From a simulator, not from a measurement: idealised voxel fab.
Documented hereafter: the process module known as voxel ribs on slabs.
For reference, the cross-section in this document is cut, with width 210 nm and square cells of 5 nm.
Square cells in a grid make up a cross-section in this document, and the grid is given as bands, listed from the top down, each one or more rows of cells.
Band: top height; bottom height; in nm. Then, left to right: material with width in nm, for each material. "edge to edge": a single material spanning edge to edge. "air": empty space.
For the purposes of this specification, 0 denotes the height below which the wafer in its as-received condition is composed wholly of one material, and the lowermost band, lacking a lower limit, extends downward without end, as expressed in "0 and below".
Width "30..40": first value at the band's top row of cells, second value at its bottom row, equal change from row to row.
You'll sometimes find "remained the same" written for a step, and that's the way of saying that nowhere in the cross-section did a cell change during that step.
Listed in "Closed voids list": every empty space of 8 or more cells without an open way to the top. Form: width x height at distance, the distance being from the left edge, all in nm.
Step line, after settings: the simulator's comment on this step.
A step's line can hold "overlay nm"; with a mask on that step, the setting says how far right of the planned place the mask lay, while a negative setting says it lay to the left.
[Steps in the process plan]
| 1 | RECEIVE (material Si) |
| 2 | DIRECTIONAL_DEP (material SiO2; thk nm 20) |
| 3 | DIRECTIONAL_DEP (material polySi; thk nm 15) |
| 4 | PATTERN (tone cover; mask id RIB; material resist; width nm 15; thk nm 15; overlay nm 0) |
| 5 | DIRECTIONAL_ETCH (etch materials polySi; depth nm 10) |
| 6 | STRIP (etch materials resist) |
| 7 | MASKED_ETCH (tone cover; mask id SLAB; width nm 65; etch materials polySi; depth nm 5; overlay nm 0) |
| 8 | FILL_DEP (material SiO2; thk nm 15) |
| 9 | CMP (height nm 45) |
| 10 | DIRECTIONAL_DEP (material W; thk nm 10) |
| 11 | DIRECTIONAL_DEP (material aC; thk nm 10) |
| 12 | PATTERN (tone cover; mask id HEATER; material resist; width nm 25; thk nm 25; overlay nm 0) |
| 13 | DIRECTIONAL_ETCH (etch materials aC; depth nm 10) |
| 14 | STRIP (etch materials resist) |
| 15 | DIRECTIONAL_ETCH (etch materials W; depth nm 10) |
| 16 | STRIP (etch materials aC) |
| 17 | CONFORMAL_DEP (material SiN; thk nm 5) |
[As-received wafer cross-section (after step 1)]
  0 and below = Si edge to edge
  Closed voids list: none
[Cross-sectional image of the first of two wafers at the end of the module, the run having proceeded as planned]
  60 down to 55 = air 85 / SiN 35 / air 90
  55 down to 50 = air 85 / SiN 5 / W 25 / SiN 5 / air 90
  50 down to 45 = SiN 90 / W 25 / SiN 95
  45 down to 35 = SiO2 edge to edge
  35 down to 25 = SiO2 95 / polySi 15 / SiO2 100
  25 down to 20 = SiO2 70 / polySi 65 / SiO2 75
  20 down to 0 = SiO2 edge to edge
  0 and below = Si edge to edge
  Closed voids list: none
[Now the second wafer, cross-sectioned at the end of the module. Nothing different at the start, nothing different in the plan compared with the first, just one mistake when it was actually run]
  60 down to 55 = air 85 / SiN 35 / air 90
  55 down to 50 = air 85 / SiN 5 / W 25 / SiN 5 / air 90
  50 down to 45 = SiN 90 / W 25 / SiN 95
  45 down to 30 = SiO2 edge to edge
  30 down to 25 = SiO2 95 / polySi 15 / SiO2 100
  25 down to 20 = polySi 70 / SiO2 25 / polySi 15 / SiO2 25 / polySi 75
  20 down to 0 = SiO2 edge to edge
  0 and below = Si edge to edge
  Closed voids list: none
Diagnosis: for step 7, the planned setting was not used; the step was instead run as MASKED_ETCH (tone open; mask id SLAB; width nm 65; etch materials polySi; depth nm 5; overlay nm 0)
The second wafer ends with more or fewer cells of some materials than the first, per final count: SiO2 -16 | polySi +16
